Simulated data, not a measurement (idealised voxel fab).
The process module that follows is named voxel self aligned vias.
Section cut is 170 nm wide and gridded with 5 nm square cells.
Format of a cross-section: grid, square cells. Given as bands. Order: top down. Band: one or more rows of cells. Heights first: top, then bottom, in nm. Then materials, left to right, each with a width in nm. "throughout" on a single material: fills the band edge to edge. "empty": empty space. We count height from 0. Below that, the starting wafer is all one material. The lowest band never ends at the bottom but goes on down; see "0 down" for how that is written. With a width like "30->40", each row of cells in the band differs from the next by the same amount, the top row carrying the first number and the bottom row the second. The designation "nothing was modified", where it is given for a processing step, indicates that no cell of the cross-section was altered in the course of that step. "Closed void roster": sealed empty spaces, 8 cells or more, no open way to top, listed width x height at distance, with distance from the left edge and width, height and distance in nm. The remark found on a step's line after its settings is issued by the simulator itself and pertains to that step. What "overlay nm" on a step's line means: if the step has a mask, that mask lay this far to the right of its planned place, or, when the value is negative, to the left.

[Planned process steps]
1) RECEIVE: material Si
2) CONFORMAL_DEP: material SiO2, thk nm 15
3) CONFORMAL_DEP: material SiCN, thk nm 5
4) DIRECTIONAL_DEP: material SiO2, thk nm 30
5) MASKED_ETCH: tone open, mask id LINES, width nm 30, pitch nm 75, etch materials SiO2, depth nm 30, overlay nm 0
6) CONFORMAL_DEP: material TiN, thk nm 5
7) FILL_DEP: material W, thk nm 5
8) CMP: height nm 50
9) SELECTIVE_ETCH: etch materials W Ru TiN, depth nm 10
10) FILL_DEP: material SiN, thk nm 5
11) CMP: height nm 50
12) DIRECTIONAL_DEP: material SiO2, thk nm 20
13) PATTERN: tone open, mask id VIAS, material resist, width nm 50, pitch nm 75, thk nm 20, overlay nm 0
14) DIRECTIONAL_ETCH: etch materials SiO2, depth nm 20
15) DIRECTIONAL_ETCH: etch materials SiN, depth nm 10
16) STRIP: etch materials resist
17) CONFORMAL_DEP: material TiN, thk nm 5
18) FILL_DEP: material Cu, thk nm 5
19) CMP: height nm 70
20) CONFORMAL_DEP: material SiCN, thk nm 5

[This is the cross-section of the wafer as we received it, i.e. after step 1]
    0 down = Si throughout
    Closed void roster: none

[Same starting wafer, same plan as above, one mistake in the execution; this is the cross-section at the end of the module]
    75 to 70 = SiCN throughout
    70 to 55 = 20 of SiO2, 5 of TiN, 40 of Cu, 5 of TiN, 25 of SiO2, 5 of TiN, 40 of Cu, 5 of TiN, 25 of SiO2
    55 to 50 = 20 of SiO2, 50 of TiN, 25 of SiO2, 50 of TiN, 25 of SiO2
    50 to 25 = 30 of SiO2, 5 of TiN, 20 of SiCN, 5 of TiN, 45 of SiO2, 5 of TiN, 20 of SiCN, 5 of TiN, 35 of SiO2
    25 to 20 = 30 of SiO2, 30 of TiN, 45 of SiO2, 30 of TiN, 35 of SiO2
    20 to 15 = SiCN throughout
    15 to 0 = SiO2 throughout
    0 down = Si throughout
    Closed void roster: none
Finding, execution versus plan: contrary to plan, step 7 was performed as FILL_DEP: material SiCN, thk nm 5
